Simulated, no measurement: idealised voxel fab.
The following is a process module called voxel self aligned contacts.
Cross-section cut: width 175 nm, square cells of 5 nm.
If you're reading a cross-section in this doc, picture square cells in a grid; it comes to you as bands, top ones listed first down to the bottom, and a band can be one or more rows of cells.
Top, bottom (nm), then materials left to right with widths (nm); lone material tagged "everywhere" fills the whole band edge to edge; "empty" = empty space.
For the purposes of this specification, 0 denotes the height below which the wafer in its as-received condition is composed wholly of one material, and the lowermost band, lacking a lower limit, extends downward without end, as expressed in "0..down".
You'd read "30 to 40" like this: the band's top row of cells is as wide as the first number, its bottom row is as wide as the second, and going down, every row changes width by the same amount as the row before did.
You'll sometimes find "nothing changed" written for a step, and that's the way of saying that nowhere in the cross-section did a cell change during that step.
What "Enclosed voids" gives you is every empty space of 8 cells or more that is cut off from the top. Each appears as width x height at distance, with the distance taken from the left edge and width, height and distance all in nm.
On a step's line, text after the settings is the simulator commenting on that step.
overlay nm: step with mask; distance mask lay right of planned place; negative value = left of planned place.
### The following list gives the planned process steps
step 1: RECEIVE [material Si]
step 2: CONFORMAL_DEP [material SiO2] [thk nm 5]
step 3: DIRECTIONAL_DEP [material polySi] [thk nm 25]
step 4: DIRECTIONAL_DEP [material SiN] [thk nm 15]
step 5: DIRECTIONAL_DEP [material aC] [thk nm 10]
step 6: PATTERN [tone cover] [mask id GATE] [material resist] [width nm 30] [pitch nm 60] [thk nm 30] [overlay nm 0]
step 7: DIRECTIONAL_ETCH [etch materials aC] [depth nm 10]
step 8: STRIP [etch materials resist]
step 9: DIRECTIONAL_ETCH [etch materials SiN] [depth nm 15]
step 10: DIRECTIONAL_ETCH [etch materials polySi] [depth nm 25]
step 11: STRIP [etch materials aC]
step 12: CONFORMAL_DEP [material SiN] [thk nm 5]
step 13: DIRECTIONAL_ETCH [etch materials SiN] [depth nm 5]
step 14: FILL_DEP [material SiO2] [thk nm 15]
step 15: CMP [height nm 55]
step 16: DIRECTIONAL_DEP [material aC] [thk nm 10]
step 17: PATTERN [tone open] [mask id CONTACT] [material resist] [width nm 40] [thk nm 30] [overlay nm 0]
step 18: DIRECTIONAL_ETCH [etch materials aC] [depth nm 10]
step 19: STRIP [etch materials resist]
step 20: DIRECTIONAL_ETCH [etch materials SiO2] [depth nm 55]
step 21: STRIP [etch materials aC]
step 22: CONFORMAL_DEP [material TiN] [thk nm 5]
step 23: FILL_DEP [material Ru] [thk nm 5]
step 24: CMP [height nm 55]
step 25: CONFORMAL_DEP [material SiCN] [thk nm 5]
### Cross-section of the wafer as it came to us, i.e., already through step 1
0..down: Si everywhere
Enclosed voids: none
### Module complete, cross-section. Starting point and plan per above. One mistake made in running the module
60..55: SiCN everywhere
55..50: SiO2=35, then SiN=40, then TiN=5, then Ru=10, then TiN=5, then SiN=40, then SiO2=40
50..45: SiO2=35, then SiN=40, then TiN=20, then SiN=40, then SiO2=40
45..30: SiN everywhere
30..5: polySi everywhere
5..0: SiO2 everywhere
0..down: Si everywhere
Enclosed voids: none
What was the processing mistake? plan step 4 was twice executed
